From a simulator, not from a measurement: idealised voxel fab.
Process module heading - voxel wiring stack
cross-section cut | 220 nm wide | cells 5 nm
Throughout this document, each cross-section is represented as a grid of square cells and is presented as a sequence of bands enumerated from the top downward, where a band comprises one or more rows of cells. In this notation a band is specified by the heights of its top and bottom, in that order and in nm, after which its materials appear from left to right, each paired with its width in nm. The word "everywhere" attached to a single material means that material fills the band from edge to edge; the word "blank" stands for empty space. Zero point of the height axis is 0; under it, received wafer = one material. Lowest band: continues down indefinitely, "0 -> down". Width spec "30..40" -> top row of cells at first value, bottom row at second value, equal per-row change in between. Step note "stayed the same" = no cross-section cell changed. Empty spaces without an open route to the top, at least 8 cells in extent, make up the entry "Sealed void inventory"; each is given as width x height at distance, where the distance is measured from the left edge, and all are in nm. after a step's settings: what the simulator itself notes on the step. overlay nm: right-of-plan distance of the mask on a masked step; negative values mean left-of-plan.
This section lists the process steps that were planned:
1 RECEIVE | material Si
2 CONFORMAL_DEP | material SiO2 | thk nm 15
3 DIRECTIONAL_DEP | material TiN | thk nm 5
4 DIRECTIONAL_DEP | material W | thk nm 15
5 DIRECTIONAL_DEP | material aC | thk nm 10
6 PATTERN | tone cover | mask id METAL_1 | material resist | width nm 20 | pitch nm 50 | thk nm 25 | overlay nm 0
7 DIRECTIONAL_ETCH | etch materials aC | depth nm 10
8 STRIP | etch materials resist
9 DIRECTIONAL_ETCH | etch materials W | depth nm 15
10 DIRECTIONAL_ETCH | etch materials TiN | depth nm 5
11 STRIP | etch materials aC
12 CONFORMAL_DEP | material SiN | thk nm 5
13 FILL_DEP | material SiO2 | thk nm 10
14 CMP | height nm 35
15 CONFORMAL_DEP | material SiCN | thk nm 5
16 DIRECTIONAL_DEP | material lowk | thk nm 10
17 DIRECTIONAL_DEP | material aC | thk nm 15
18 PATTERN | tone open | mask id PLUG_1 | material resist | width nm 15 | pitch nm 50 | thk nm 30 | overlay nm 0
19 DIRECTIONAL_ETCH | etch materials aC | depth nm 15
20 STRIP | etch materials resist
21 DIRECTIONAL_ETCH | etch materials lowk | depth nm 10
22 DIRECTIONAL_ETCH | etch materials SiCN | depth nm 5
23 STRIP | etch materials aC
24 EPI | material Ru | thk nm 10
25 EPI | material Ru | thk nm 5
26 CONFORMAL_DEP | material SiCN | thk nm 5
27 DIRECTIONAL_DEP | material SiO2 | thk nm 25
28 MASKED_ETCH | tone open | mask id METAL_2 | width nm 20 | pitch nm 50 | etch materials SiO2 | depth nm 25 | overlay nm 0
29 MASKED_ETCH | tone open | mask id METAL_2 | width nm 20 | pitch nm 50 | etch materials SiCN | depth nm 5 | overlay nm 0
30 CONFORMAL_DEP | material TiN | thk nm 5
31 FILL_DEP | material W | thk nm 10
32 CMP | height nm 80
33 CONFORMAL_DEP | material SiCN | thk nm 5
34 DIRECTIONAL_DEP | material SiO2 | thk nm 10
35 DIRECTIONAL_DEP | material aC | thk nm 15
36 PATTERN | tone open | mask id PLUG_2 | material resist | width nm 15 | pitch nm 50 | thk nm 30 | overlay nm 0
37 DIRECTIONAL_ETCH | etch materials aC | depth nm 15
38 STRIP | etch materials resist
39 DIRECTIONAL_ETCH | etch materials SiO2 | depth nm 10
40 DIRECTIONAL_ETCH | etch materials SiCN | depth nm 5
41 STRIP | etch materials aC
42 EPI | material Ru | thk nm 10
43 EPI | material Ru | thk nm 5
44 DIRECTIONAL_DEP | material TiN | thk nm 5
45 DIRECTIONAL_DEP | material Ru | thk nm 20
46 MASKED_ETCH | tone cover | mask id METAL_3 | width nm 20 | pitch nm 50 | etch materials Ru | depth nm 20 | overlay nm 0
47 MASKED_ETCH | tone cover | mask id METAL_3 | width nm 20 | pitch nm 50 | etch materials TiN | depth nm 5 | overlay nm 0
48 CONFORMAL_DEP | material SiCN | thk nm 5
49 FILL_DEP | material SiO2 | thk nm 10
50 CMP | height nm 120
51 CONFORMAL_DEP | material SiN | thk nm 5
Received-state cross-section, reflecting completion of step 1:
  0 -> down = Si everywhere
  Sealed void inventory: none
The following cross-section depicts the wafer upon conclusion of the module. Processing commenced from the starting condition illustrated above and adhered to the plan illustrated above, save for one mistake in execution:
  125 -> 120 = SiN everywhere
  120 -> 100 = 70 nm SiO2 / 5 nm SiCN / 20 nm Ru / 5 nm SiCN / 20 nm SiO2 / 5 nm SiCN / 20 nm Ru / 5 nm SiCN / 70 nm SiO2
  100 -> 95 = 75 nm SiCN / 20 nm TiN / 30 nm SiCN / 20 nm TiN / 75 nm SiCN
  95 -> 85 = 75 nm SiO2 / 15 nm Ru / 35 nm SiO2 / 15 nm Ru / 80 nm SiO2
  85 -> 80 = 75 nm SiCN / 15 nm Ru / 35 nm SiCN / 15 nm Ru / 80 nm SiCN
  80 -> 55 = 75 nm SiO2 / 5 nm TiN / 10 nm W / 5 nm TiN / 30 nm SiO2 / 5 nm TiN / 10 nm W / 5 nm TiN / 75 nm SiO2
  55 -> 50 = 75 nm SiCN / 20 nm TiN / 30 nm SiCN / 20 nm TiN / 75 nm SiCN
  50 -> 40 = 75 nm lowk / 15 nm Ru / 35 nm lowk / 15 nm Ru / 80 nm lowk
  40 -> 35 = 75 nm SiCN / 15 nm Ru / 35 nm SiCN / 15 nm Ru / 80 nm SiCN
  35 -> 25 = 70 nm SiO2 / 5 nm SiN / 20 nm W / 5 nm SiN / 20 nm SiO2 / 5 nm SiN / 20 nm W / 5 nm SiN / 70 nm SiO2
  25 -> 20 = 75 nm SiN / 20 nm W / 30 nm SiN / 20 nm W / 75 nm SiN
  20 -> 5 = SiO2 everywhere
  5 -> 0 = TiN everywhere
  0 -> down = Si everywhere
  Sealed void inventory: none
Processing error: so 2 and 3 got swapped relative to the plan, each ran where the other was supposed to
